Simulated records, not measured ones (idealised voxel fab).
process module | voxel transistor to metal
It is cross-section cut that appears here, measuring 160 nm in width, its square cells being 5 nm in size.
Cross-section layout: square cells on a grid; listed as bands, top to bottom; a band spans one or more cell rows.
The entry gives the band's vertical extent as a top height and a bottom height in nm, then its horizontal make-up as materials from left to right, each with a width in nm. "blank" stands for empty space; a single material marked "throughout" fills the band edge to edge.
Where do heights start? At 0: under that level the wafer as delivered is made of one material only. And the lowest band has no floor; it just carries on downward, as in "0 -> down".
A width given as "30->40" starts at the first number in the band's top row and ends at the second number in its bottom row, shifting by an equal amount at every step from row to row.
"remained unchanged", as given for a step, is the statement that not any cell of the cross-section underwent a change during that step.
Heads up: "Entrapped void list" only lists the empty pockets with no open path to the top that are 8 cells or more, and it writes them as width x height at distance, distance from the left edge, in nm.
Past the settings on a step's line: simulator remark, on that step.
"overlay nm", when on a step's line for a step with a mask, measures how far to the right of its planned place the mask lay; a negative measure means to the left.
-- Planned step list for the process
- 1: RECEIVE, material Si
- 2: OXIDIZE, depth nm 5
- 3: CONFORMAL_DEP, material SiN, thk nm 10
- 4: DIRECTIONAL_DEP, material aC, thk nm 10
- 5: PATTERN, tone cover, mask id ACTIVE, material resist, width nm 120, thk nm 25, overlay nm 0
- 6: DIRECTIONAL_ETCH, etch materials aC, depth nm 10
- 7: STRIP, etch materials resist
- 8: DIRECTIONAL_ETCH, etch materials SiN, depth nm 10
- 9: DIRECTIONAL_ETCH, etch materials SiO2, depth nm 5
- 10: DIRECTIONAL_ETCH, etch materials Si, depth nm 20
- 11: STRIP, etch materials aC
- 12: OXIDIZE, depth nm 5
- 13: FILL_DEP, material SiO2, thk nm 5
- 14: CMP, height nm 10
- 15: SELECTIVE_ETCH, etch materials SiO2, depth nm 5
- 16: STRIP, etch materials SiN
- 17: SELECTIVE_ETCH, etch materials SiO2, depth nm 5
- 18: OXIDIZE, depth nm 5
- 19: DIRECTIONAL_DEP, material polySi, thk nm 30
- 20: DIRECTIONAL_DEP, material SiCN, thk nm 10
- 21: PATTERN, tone cover, mask id GATE, material resist, width nm 20, thk nm 15, overlay nm 0
- 22: DIRECTIONAL_ETCH, etch materials SiCN, depth nm 20
- 23: DIRECTIONAL_ETCH, etch materials polySi, depth nm 40
- 24: STRIP, etch materials resist
- 25: CONFORMAL_DEP, material SiN, thk nm 10
- 26: DIRECTIONAL_ETCH, etch materials SiN, depth nm 10
- 27: DIRECTIONAL_ETCH, etch materials SiO2, depth nm 5
- 28: EPI, material nSi, thk nm 5
- 29: FILL_DEP, material SiO2, thk nm 5
- 30: CMP, height nm 35
- 31: DIRECTIONAL_DEP, material SiO2, thk nm 15
- 32: MASKED_ETCH, tone open, mask id CONTACT, width nm 35, pitch nm 65, etch materials SiO2, depth nm 55, overlay nm 0
- 33: CONFORMAL_DEP, material TiN, thk nm 5
- 34: FILL_DEP, material Ru, thk nm 10
- 35: CMP, height nm 50
- 36: CONFORMAL_DEP, material SiN, thk nm 5
- 37: DIRECTIONAL_DEP, material SiO2, thk nm 25
- 38: DIRECTIONAL_DEP, material aC, thk nm 15
- 39: PATTERN, tone open, mask id METAL_1, material resist, width nm 20, pitch nm 80, thk nm 30, overlay nm 0
- 40: DIRECTIONAL_ETCH, etch materials aC, depth nm 15
- 41: STRIP, etch materials resist
- 42: DIRECTIONAL_ETCH, etch materials SiO2, depth nm 25
- 43: DIRECTIONAL_ETCH, etch materials SiN, depth nm 5
- 44: STRIP, etch materials aC
- 45: CONFORMAL_DEP, material TiN, thk nm 5
- 46: FILL_DEP, material W, thk nm 5
- 47: CMP, height nm 80
- 48: CONFORMAL_DEP, material SiN, thk nm 5
-- So this is the incoming wafer in cross-section - it's already been through step 1
0 -> down  Si throughout
Entrapped void list: none
-- Cross-section, end of module. Start: as above. Plan: as above. Execution: one mistake
85 -> 80  SiN throughout
80 -> 55  SiO2 (30), then TiN (5), then W (10), then TiN (5), then SiO2 (60), then TiN (5), then W (10), then TiN (5), then SiO2 (30)
55 -> 50  SiN (30), then TiN (20), then SiN (60), then TiN (20), then SiN (30)
50 -> 40  SiO2 (30), then TiN (5), then Ru (25), then TiN (5), then SiO2 (30), then TiN (5), then Ru (25), then TiN (5), then SiO2 (30)
40 -> 35  SiO2 (30), then TiN (5), then Ru (20), then TiN (10), then SiO2 (30), then TiN (10), then Ru (20), then TiN (5), then SiO2 (30)
35 -> 25  SiO2 (30), then TiN (5), then Ru (20), then TiN (5), then SiN (10), then SiCN (20), then SiN (10), then TiN (5), then Ru (20), then TiN (5), then SiO2 (30)
25 -> 0  SiO2 (30), then TiN (5), then Ru (20), then TiN (5), then SiN (10), then polySi (20), then SiN (10), then TiN (5), then Ru (20), then TiN (5), then SiO2 (30)
0 -> -5  SiO2 (10), then SiN (10), then SiO2 (10), then TiN (30), then SiN (10), then polySi (20), then SiN (10), then TiN (30), then SiO2 (10), then SiN (10), then SiO2 (10)
-5 -> -10  SiO2 (10), then SiN (15), then nSi (35), then SiO2 (40), then nSi (35), then SiN (15), then SiO2 (10)
-10 -> -15  SiO2 (30), then Si (100), then SiO2 (30)
-15 -> -30  SiO2 (25), then Si (110), then SiO2 (25)
-30 -> down  Si throughout
Entrapped void list: none
What went wrong in running the wafer? step 16 occupied the plan position of step 15, and the converse holds as well
